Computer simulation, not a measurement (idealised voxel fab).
Process module name: voxel transistor to metal
Xsec cut, 300 nm wide, square cell size 5 nm.
Notation: cross-section as square-cell grid; stated in bands, top first, going down; one or more cell rows per band. Within each band entry, the heights of the top and of the bottom of the band appear first, in that order and in nm; the materials of the band then follow from left to right, each with its corresponding width in nm. The designation "full width" on a single material indicates that it fills the band from edge to edge; the designation "air" indicates empty space. Ref level 0: as-received wafer is one material below here. Bottom band extends down with no lower bound ("0 and below"). So if you see something like "30->40" for the width, read it as the top row of the band sitting at the first number and the bottom row at the second, with every row in between moving by the same amount as the last. Key: "stayed the same" - step with no changed cell in the cross-section. This entry, "Enclosed void catalog", enumerates those empty regions of no fewer than 8 cells that possess no open connection to the top. Each region is reported in the form width x height at distance, the distance being taken from the left edge, with all three quantities expressed in nm. It should be noted that, on the line of a given step, the content following the step's settings is a remark produced by the simulator itself with respect to that step. Steps that use a mask can have "overlay nm" on their line. It says how far the mask sat to the right of where it was meant to be. Negative means to the left.
The steps planned for the process are as follows:
- 1: RECEIVE [material Si]
- 2: OXIDIZE [depth nm 5]
- 3: CONFORMAL_DEP [material SiN] [thk nm 15]
- 4: MASKED_ETCH [tone cover] [mask id ACTIVE] [width nm 105] [pitch nm 130] [etch materials SiN] [depth nm 15] [overlay nm 0]
- 5: MASKED_ETCH [tone cover] [mask id ACTIVE] [width nm 105] [pitch nm 130] [etch materials SiO2] [depth nm 5] [overlay nm 0]
- 6: MASKED_ETCH [tone cover] [mask id ACTIVE] [width nm 105] [pitch nm 130] [etch materials Si] [depth nm 20] [overlay nm 0]
- 7: FILL_DEP [material SiO2] [thk nm 10]
- 8: CMP [height nm 15]
- 9: SELECTIVE_ETCH [etch materials SiO2] [depth nm 5]
- 10: STRIP [etch materials SiN]
- 11: SELECTIVE_ETCH [etch materials SiO2] [depth nm 5]
- 12: OXIDIZE [depth nm 5]
- 13: DIRECTIONAL_DEP [material polySi] [thk nm 30]
- 14: DIRECTIONAL_DEP [material SiCN] [thk nm 10]
- 15: PATTERN [tone cover] [mask id GATE] [material resist] [width nm 15] [pitch nm 130] [thk nm 20] [overlay nm 0]
- 16: DIRECTIONAL_ETCH [etch materials SiCN] [depth nm 20]
- 17: DIRECTIONAL_ETCH [etch materials polySi] [depth nm 40]
- 18: STRIP [etch materials resist]
- 19: CONFORMAL_DEP [material SiN] [thk nm 10]
- 20: DIRECTIONAL_ETCH [etch materials SiN] [depth nm 10]
- 21: DIRECTIONAL_ETCH [etch materials SiO2] [depth nm 5]
- 22: DIRECTIONAL_ETCH [etch materials Si] [depth nm 10]
- 23: EPI [material SiGe] [thk nm 15]
- 24: FILL_DEP [material SiO2] [thk nm 10]
- 25: CMP [height nm 35]
- 26: DIRECTIONAL_DEP [material SiO2] [thk nm 15]
- 27: PATTERN [tone open] [mask id CONTACT] [material resist] [width nm 20] [thk nm 20] [overlay nm 0]
- 28: DIRECTIONAL_ETCH [etch materials SiO2] [depth nm 45]
- 29: STRIP [etch materials resist]
- 30: CONFORMAL_DEP [material TiN] [thk nm 5]
- 31: FILL_DEP [material W] [thk nm 5]
- 32: CMP [height nm 50]
- 33: DIRECTIONAL_DEP [material TiN] [thk nm 5]
- 34: DIRECTIONAL_DEP [material W] [thk nm 20]
- 35: MASKED_ETCH [tone cover] [mask id METAL_1] [width nm 20] [etch materials W] [depth nm 20] [overlay nm 0]
- 36: MASKED_ETCH [tone cover] [mask id METAL_1] [width nm 20] [etch materials TiN] [depth nm 5] [overlay nm 0]
- 37: FILL_DEP [material SiO2] [thk nm 5]
- 38: CMP [height nm 75]
- 39: CONFORMAL_DEP [material SiCN] [thk nm 5]
- 40: DIRECTIONAL_DEP [material lowk] [thk nm 30]
- 41: DIRECTIONAL_DEP [material aC] [thk nm 10]
- 42: PATTERN [tone open] [mask id METAL_2] [material resist] [width nm 20] [pitch nm 130] [thk nm 30] [overlay nm 0]
- 43: DIRECTIONAL_ETCH [etch materials aC] [depth nm 10]
- 44: STRIP [etch materials resist]
- 45: DIRECTIONAL_ETCH [etch materials lowk] [depth nm 15]
- 46: STRIP [etch materials aC]
- 47: DIRECTIONAL_DEP [material aC] [thk nm 10]
- 48: PATTERN [tone open] [mask id METAL_2_HOLES] [material resist] [width nm 15] [pitch nm 130] [thk nm 25] [overlay nm 0]
- 49: DIRECTIONAL_ETCH [etch materials aC] [depth nm 10]
- 50: STRIP [etch materials resist]
- 51: DIRECTIONAL_ETCH [etch materials lowk] [depth nm 15]
- 52: DIRECTIONAL_ETCH [etch materials SiCN] [depth nm 5]
- 53: STRIP [etch materials aC]
- 54: CONFORMAL_DEP [material TiN] [thk nm 5]
- 55: FILL_DEP [material Cu] [thk nm 10]
- 56: CMP [height nm 110]
- 57: CONFORMAL_DEP [material SiCN] [thk nm 5]
Incoming wafer in cross-section (state: after step 1):
    0 and below  Si full width
    Enclosed void catalog: none
The first of two wafers, cross-sectioned at the end of the module, with the run proceeding as planned:
    115 down to 110  SiCN full width
    110 down to 100  35 nm lowk / 5 nm TiN / 10 nm Cu / 5 nm TiN / 110 nm lowk / 5 nm TiN / 10 nm Cu / 5 nm TiN / 115 nm lowk
    100 down to 95  35 nm lowk / 5 nm TiN / 5 nm Cu / 10 nm TiN / 110 nm lowk / 5 nm TiN / 5 nm Cu / 10 nm TiN / 115 nm lowk
    95 down to 80  35 nm lowk / 5 nm TiN / 5 nm Cu / 5 nm TiN / 115 nm lowk / 5 nm TiN / 5 nm Cu / 5 nm TiN / 120 nm lowk
    80 down to 75  35 nm SiCN / 15 nm TiN / 115 nm SiCN / 15 nm TiN / 120 nm SiCN
    75 down to 55  35 nm SiO2 / 20 nm W / 55 nm SiO2 / 20 nm W / 35 nm SiO2 / 20 nm W / 55 nm SiO2 / 20 nm W / 40 nm SiO2
    55 down to 50  35 nm SiO2 / 20 nm TiN / 55 nm SiO2 / 20 nm TiN / 35 nm SiO2 / 20 nm TiN / 55 nm SiO2 / 20 nm TiN / 40 nm SiO2
    50 down to 35  35 nm SiO2 / 5 nm TiN / 10 nm W / 5 nm TiN / 55 nm SiO2 / 5 nm TiN / 10 nm W / 5 nm TiN / 35 nm SiO2 / 5 nm TiN / 10 nm W / 5 nm TiN / 55 nm SiO2 / 5 nm TiN / 10 nm W / 5 nm TiN / 40 nm SiO2
    35 down to 25  35 nm SiO2 / 5 nm TiN / 10 nm W / 5 nm TiN / 10 nm SiO2 / 10 nm SiN / 15 nm SiCN / 10 nm SiN / 10 nm SiO2 / 5 nm TiN / 10 nm W / 5 nm TiN / 35 nm SiO2 / 5 nm TiN / 10 nm W / 5 nm TiN / 10 nm SiO2 / 10 nm SiN / 15 nm SiCN / 10 nm SiN / 10 nm SiO2 / 5 nm TiN / 10 nm W / 5 nm TiN / 40 nm SiO2
    25 down to 10  35 nm SiO2 / 5 nm TiN / 10 nm W / 5 nm TiN / 10 nm SiO2 / 10 nm SiN / 15 nm polySi / 10 nm SiN / 10 nm SiO2 / 5 nm TiN / 10 nm W / 5 nm TiN / 35 nm SiO2 / 5 nm TiN / 10 nm W / 5 nm TiN / 10 nm SiO2 / 10 nm SiN / 15 nm polySi / 10 nm SiN / 10 nm SiO2 / 5 nm TiN / 10 nm W / 5 nm TiN / 40 nm SiO2
    10 down to 5  35 nm SiO2 / 20 nm TiN / 10 nm SiO2 / 10 nm SiN / 15 nm polySi / 10 nm SiN / 10 nm SiO2 / 20 nm TiN / 35 nm SiO2 / 20 nm TiN / 10 nm SiO2 / 10 nm SiN / 15 nm polySi / 10 nm SiN / 10 nm SiO2 / 20 nm TiN / 40 nm SiO2
    5 down to -5  25 nm SiO2 / 10 nm SiN / 30 nm SiGe / 10 nm SiN / 15 nm polySi / 10 nm SiN / 30 nm SiGe / 10 nm SiN / 15 nm SiO2 / 10 nm SiN / 30 nm SiGe / 10 nm SiN / 15 nm polySi / 10 nm SiN / 30 nm SiGe / 10 nm SiN / 30 nm SiO2
    -5 down to -10  35 nm SiO2 / 30 nm SiGe / 35 nm SiO2 / 30 nm SiGe / 35 nm SiO2 / 30 nm SiGe / 35 nm SiO2 / 30 nm SiGe / 40 nm SiO2
    -10 down to -20  30 nm SiO2 / 5 nm Si / 30 nm SiGe / 35 nm Si / 30 nm SiGe / 5 nm Si / 25 nm SiO2 / 5 nm Si / 30 nm SiGe / 35 nm Si / 30 nm SiGe / 5 nm Si / 35 nm SiO2
    -20 down to -25  30 nm SiO2 / 105 nm Si / 25 nm SiO2 / 105 nm Si / 35 nm SiO2
    -25 and below  Si full width
    Enclosed void catalog: none
Cross-sectional view of the second of two wafers upon completion of the module. This wafer shared its starting condition and process plan with the first; one error was made during its execution:
    115 down to 110  SiCN full width
    110 down to 100  35 nm lowk / 5 nm TiN / 10 nm Cu / 5 nm TiN / 110 nm lowk / 5 nm TiN / 10 nm Cu / 5 nm TiN / 115 nm lowk
    100 down to 95  35 nm lowk / 5 nm TiN / 5 nm Cu / 10 nm TiN / 110 nm lowk / 5 nm TiN / 5 nm Cu / 10 nm TiN / 115 nm lowk
    95 down to 80  35 nm lowk / 5 nm TiN / 5 nm Cu / 5 nm TiN / 115 nm lowk / 5 nm TiN / 5 nm Cu / 5 nm TiN / 120 nm lowk
    80 down to 75  35 nm SiCN / 15 nm TiN / 115 nm SiCN / 15 nm TiN / 120 nm SiCN
    75 down to 55  35 nm SiO2 / 20 nm W / 55 nm SiO2 / 20 nm W / 35 nm SiO2 / 20 nm W / 55 nm SiO2 / 20 nm W / 40 nm SiO2
    55 down to 50  35 nm SiO2 / 20 nm TiN / 55 nm SiO2 / 20 nm TiN / 35 nm SiO2 / 20 nm TiN / 55 nm SiO2 / 20 nm TiN / 40 nm SiO2
    50 down to 35  35 nm SiO2 / 5 nm TiN / 10 nm W / 5 nm TiN / 55 nm SiO2 / 5 nm TiN / 10 nm W / 5 nm TiN / 35 nm SiO2 / 5 nm TiN / 10 nm W / 5 nm TiN / 55 nm SiO2 / 5 nm TiN / 10 nm W / 5 nm TiN / 40 nm SiO2
    35 down to 30  35 nm SiO2 / 5 nm TiN / 10 nm W / 5 nm TiN / 10 nm SiO2 / 10 nm SiN / 15 nm SiCN / 10 nm SiN / 10 nm SiO2 / 5 nm TiN / 10 nm W / 5 nm TiN / 35 nm SiO2 / 5 nm TiN / 10 nm W / 5 nm TiN / 10 nm SiO2 / 10 nm SiN / 15 nm SiCN / 10 nm SiN / 10 nm SiO2 / 5 nm TiN / 10 nm W / 5 nm TiN / 40 nm SiO2
    30 down to 10  35 nm SiO2 / 5 nm TiN / 10 nm W / 5 nm TiN / 10 nm SiO2 / 10 nm SiN / 15 nm polySi / 10 nm SiN / 10 nm SiO2 / 5 nm TiN / 10 nm W / 5 nm TiN / 35 nm SiO2 / 5 nm TiN / 10 nm W / 5 nm TiN / 10 nm SiO2 / 10 nm SiN / 15 nm polySi / 10 nm SiN / 10 nm SiO2 / 5 nm TiN / 10 nm W / 5 nm TiN / 40 nm SiO2
    10 down to 5  35 nm SiO2 / 20 nm TiN / 10 nm SiO2 / 10 nm SiN / 15 nm polySi / 10 nm SiN / 10 nm SiO2 / 20 nm TiN / 35 nm SiO2 / 20 nm TiN / 10 nm SiO2 / 10 nm SiN / 15 nm polySi / 10 nm SiN / 10 nm SiO2 / 20 nm TiN / 40 nm SiO2
    5 down to -5  25 nm SiO2 / 10 nm SiN / 30 nm SiGe / 10 nm SiN / 15 nm polySi / 10 nm SiN / 30 nm SiGe / 10 nm SiN / 15 nm SiO2 / 10 nm SiN / 30 nm SiGe / 10 nm SiN / 15 nm polySi / 10 nm SiN / 30 nm SiGe / 10 nm SiN / 30 nm SiO2
    -5 down to -10  35 nm SiO2 / 30 nm SiGe / 35 nm SiO2 / 30 nm SiGe / 35 nm SiO2 / 30 nm SiGe / 35 nm SiO2 / 30 nm SiGe / 40 nm SiO2
    -10 down to -20  30 nm SiO2 / 5 nm Si / 30 nm SiGe / 35 nm Si / 30 nm SiGe / 5 nm Si / 25 nm SiO2 / 5 nm Si / 30 nm SiGe / 35 nm Si / 30 nm SiGe / 5 nm Si / 35 nm SiO2
    -20 down to -25  30 nm SiO2 / 105 nm Si / 25 nm SiO2 / 105 nm Si / 35 nm SiO2
    -25 and below  Si full width
    Enclosed void catalog: none
Misprocessing identified: step 13 did not happen as planned, as run it was DIRECTIONAL_DEP [material polySi] [thk nm 35]
Per the end-of-run cell counts, the second wafer holds more or fewer of some materials than the first: -6 SiCN; +6 polySi
